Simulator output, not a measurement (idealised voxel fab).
The process module presented herein is designated voxel capacitor over wiring.
FYI the section here is cut, 240 nm wide, cells are 5 nm squares.
Bands, listed from the top down, are how a cross-section gets written in this document; the cross-section itself is a grid of square cells, and a band is one or more rows of them. Within each band entry, the heights of the top and of the bottom of the band appear first, in that order and in nm; the materials of the band then follow from left to right, each with its corresponding width in nm. The designation "throughout" on a single material indicates that it fills the band from edge to edge; the designation "air" indicates empty space. We count height from 0. Below that, the starting wafer is all one material. The lowest band never ends at the bottom but goes on down; see "top 0, no bottom" for how that is written. Per-row width for "30..40": begins at first number (top row of band), ends at second number (bottom row), increment between rows held constant. Reading "remained unchanged" for a step: not a cell of the cross-section changed in it. You'll see "Enclosed void listing" listing empty spaces that have no way open to the top, as long as they're 8 cells or more; the notation is width x height at distance, where the distance is from the left edge, and all of it is in nm. If you see something after the settings on a step's line, that's the simulator's own remark about that step. overlay nm: right-of-plan distance of the mask on a masked step; negative values mean left-of-plan.
SO HERE'S THE LINEUP OF PROCESS STEPS WE PLANNED
- 1: RECEIVE | material Si
- 2: CONFORMAL_DEP | material SiO2 | thk nm 15
- 3: DIRECTIONAL_DEP | material TiN | thk nm 5
- 4: DIRECTIONAL_DEP | material Ru | thk nm 25
- 5: DIRECTIONAL_DEP | material aC | thk nm 15
- 6: PATTERN | tone cover | mask id METAL_1 | material resist | width nm 20 | pitch nm 75 | thk nm 35 | overlay nm 0
- 7: DIRECTIONAL_ETCH | etch materials aC | depth nm 15
- 8: STRIP | etch materials resist
- 9: DIRECTIONAL_ETCH | etch materials Ru | depth nm 25
- 10: DIRECTIONAL_ETCH | etch materials TiN | depth nm 5
- 11: STRIP | etch materials aC
- 12: CONFORMAL_DEP | material SiCN | thk nm 5
- 13: FILL_DEP | material lowk | thk nm 5
- 14: CMP | height nm 45
- 15: CONFORMAL_DEP | material SiCN | thk nm 5
- 16: DIRECTIONAL_DEP | material SiO2 | thk nm 15
- 17: PATTERN | tone open | mask id PLUG_1 | material resist | width nm 15 | thk nm 20 | overlay nm 0
- 18: DIRECTIONAL_ETCH | etch materials SiO2 | depth nm 15
- 19: DIRECTIONAL_ETCH | etch materials SiCN | depth nm 5
- 20: STRIP | etch materials resist
- 21: CONFORMAL_DEP | material TiN | thk nm 5
- 22: FILL_DEP | material Ru | thk nm 5
- 23: CMP | height nm 65
- 24: DIRECTIONAL_DEP | material TiN | thk nm 10
- 25: DIRECTIONAL_DEP | material HfO2 | thk nm 5
- 26: DIRECTIONAL_DEP | material TiN | thk nm 5
- 27: MASKED_ETCH | tone cover | mask id UPPER_PLATE | width nm 60 | etch materials TiN | depth nm 5 | overlay nm 0
- 28: MASKED_ETCH | tone cover | mask id UPPER_PLATE | width nm 60 | etch materials HfO2 | depth nm 5 | overlay nm 0
- 29: PATTERN | tone cover | mask id LOWER_PLATE | material resist | width nm 70 | thk nm 15 | overlay nm 0
- 30: DIRECTIONAL_ETCH | etch materials TiN | depth nm 10
- 31: STRIP | etch materials resist
- 32: FILL_DEP | material SiO2 | thk nm 20
- 33: CMP | height nm 100
- 34: DIRECTIONAL_DEP | material aC | thk nm 10
- 35: PATTERN | tone open | mask id PLUG_2 | material resist | width nm 15 | thk nm 30 | overlay nm 0
- 36: DIRECTIONAL_ETCH | etch materials aC | depth nm 10
- 37: STRIP | etch materials resist
- 38: DIRECTIONAL_ETCH | etch materials SiO2 | depth nm 15
- 39: STRIP | etch materials aC
- 40: CONFORMAL_DEP | material TiN | thk nm 5
- 41: FILL_DEP | material W | thk nm 5
- 42: CMP | height nm 100
- 43: CONFORMAL_DEP | material SiCN | thk nm 5
THE CROSS-SECTION HERE SHOWS THE WAFER AS RECEIVED, I.E. IN ITS STATE AFTER STEP 1
    top 0, no bottom  Si throughout
    Enclosed void listing: none
THE MODULE WAS RUN FROM THE START SHOWN ABOVE USING THE PLAN SHOWN ABOVE, BUT ONE MISTAKE WAS MADE DOING IT; THE RESULTING WAFER CROSS-SECTION IS BELOW
    top 105, bottom 100  SiCN throughout
    top 100, bottom 90  85 SiO2, then 5 TiN, then 5 W, then 5 TiN, then 140 SiO2
    top 90, bottom 80  85..70 SiO2, then 15..70 TiN, then 140..100 SiO2
    top 80, bottom 75  70 SiO2, then 70 HfO2, then 100 SiO2
    top 75, bottom 65  70 SiO2, then 70 TiN, then 100 SiO2
    top 65, bottom 50  75 SiO2, then 5 TiN, then 5 Ru, then 5 TiN, then 150 SiO2
    top 50, bottom 45  75 SiCN, then 15 TiN, then 150 SiCN
    top 45, bottom 20  65 lowk, then 5 SiCN, then 20 Ru, then 5 SiCN, then 45 lowk, then 5 SiCN, then 20 Ru, then 5 SiCN, then 70 lowk
    top 20, bottom 15  70 SiCN, then 20 TiN, then 55 SiCN, then 20 TiN, then 75 SiCN
    top 15, bottom 0  SiO2 throughout
    top 0, no bottom  Si throughout
    Enclosed void listing: none
Diagnosis: step 27 ran differently from the plan; actual operation with settings: MASKED_ETCH | tone cover | mask id UPPER_PLATE | width nm 70 | etch materials TiN | depth nm 5 | overlay nm 0
